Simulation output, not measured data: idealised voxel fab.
process module | voxel ribs on slabs
cross-section cut | 290 nm wide | cells 5 nm
This document writes a cross-section as a grid whose cells are square, and gives it as bands, listed from the top down; one or more rows of cells form a band. For a band, the entry starts with two heights in nm, that of the top and then that of the bottom, and carries on with the band's materials in order from left to right, each alongside its width in nm; the word "full width" beside a single material means it fills the band edge to edge, and "empty" means empty space. Basically, 0 is our baseline, since under it the wafer straight out of the box is all one material. The bottom band has no lower end and keeps on going down, so it looks like "from 0 down". With a width like "30..40", each row of cells in the band differs from the next by the same amount, the top row carrying the first number and the bottom row the second. A step reported as "no modifications" is a step in which no cell of the cross-section changed. If an empty space has no open way to the top and is at least 8 cells in size, "Tabulated closed voids" lists it, written width x height at distance, where distance is measured from the left edge and every value is in nm. What comes after the settings on a step's line is commentary from the simulator itself on that step. overlay nm: how far to the right of its planned place the mask lay on this masked step (negative: to the left).
Below is the list of planned process steps
1 RECEIVE: material Si
2 DIRECTIONAL_DEP: material SiO2, thk nm 20
3 DIRECTIONAL_DEP: material polySi, thk nm 25
4 DIRECTIONAL_DEP: material aC, thk nm 10
5 PATTERN: tone cover, mask id RIB, material resist, width nm 20, thk nm 25, overlay nm 0
6 DIRECTIONAL_ETCH: etch materials aC, depth nm 10
7 STRIP: etch materials resist
8 DIRECTIONAL_ETCH: etch materials polySi, depth nm 5
9 STRIP: etch materials aC
10 PATTERN: tone cover, mask id SLAB, material resist, width nm 70, thk nm 15, overlay nm 0
11 DIRECTIONAL_ETCH: etch materials polySi, depth nm 20
12 STRIP: etch materials resist
13 FILL_DEP: material SiO2, thk nm 30
14 CMP: height nm 65
15 DIRECTIONAL_DEP: material W, thk nm 5
16 MASKED_ETCH: tone cover, mask id HEATER, width nm 30, etch materials W, depth nm 5, overlay nm 0
17 CONFORMAL_DEP: material SiO2, thk nm 5
Cross-sectional view of the wafer in its as-received condition, corresponding to the state after step 1
* from 0 down = Si full width
* Tabulated closed voids: none
First of two wafers, end-of-module section, run followed plan
* from 75 to 70 = 125 empty; 40 SiO2; 125 empty
* from 70 to 65 = 130 SiO2; 30 W; 130 SiO2
* from 65 to 45 = SiO2 full width
* from 45 to 40 = 135 SiO2; 20 polySi; 135 SiO2
* from 40 to 20 = 110 SiO2; 70 polySi; 110 SiO2
* from 20 to 0 = SiO2 full width
* from 0 down = Si full width
* Tabulated closed voids: none
This is the second of the two wafers, cross-sectioned at the end of the module; it started exactly like the first and was given the same plan, but it was run with one mistake
* from 75 to 70 = 125 empty; 40 aC; 125 empty
* from 70 to 65 = 130 aC; 30 W; 130 aC
* from 65 to 45 = SiO2 full width
* from 45 to 40 = 135 SiO2; 20 polySi; 135 SiO2
* from 40 to 20 = 110 SiO2; 70 polySi; 110 SiO2
* from 20 to 0 = SiO2 full width
* from 0 down = Si full width
* Tabulated closed voids: none
What broke from the plan during processing? step 17 ran with different settings than intended, the actual operation and settings being CONFORMAL_DEP: material aC, thk nm 5
Materials where the second wafer ends with more or fewer cells than the first: -60 SiO2; +60 aC
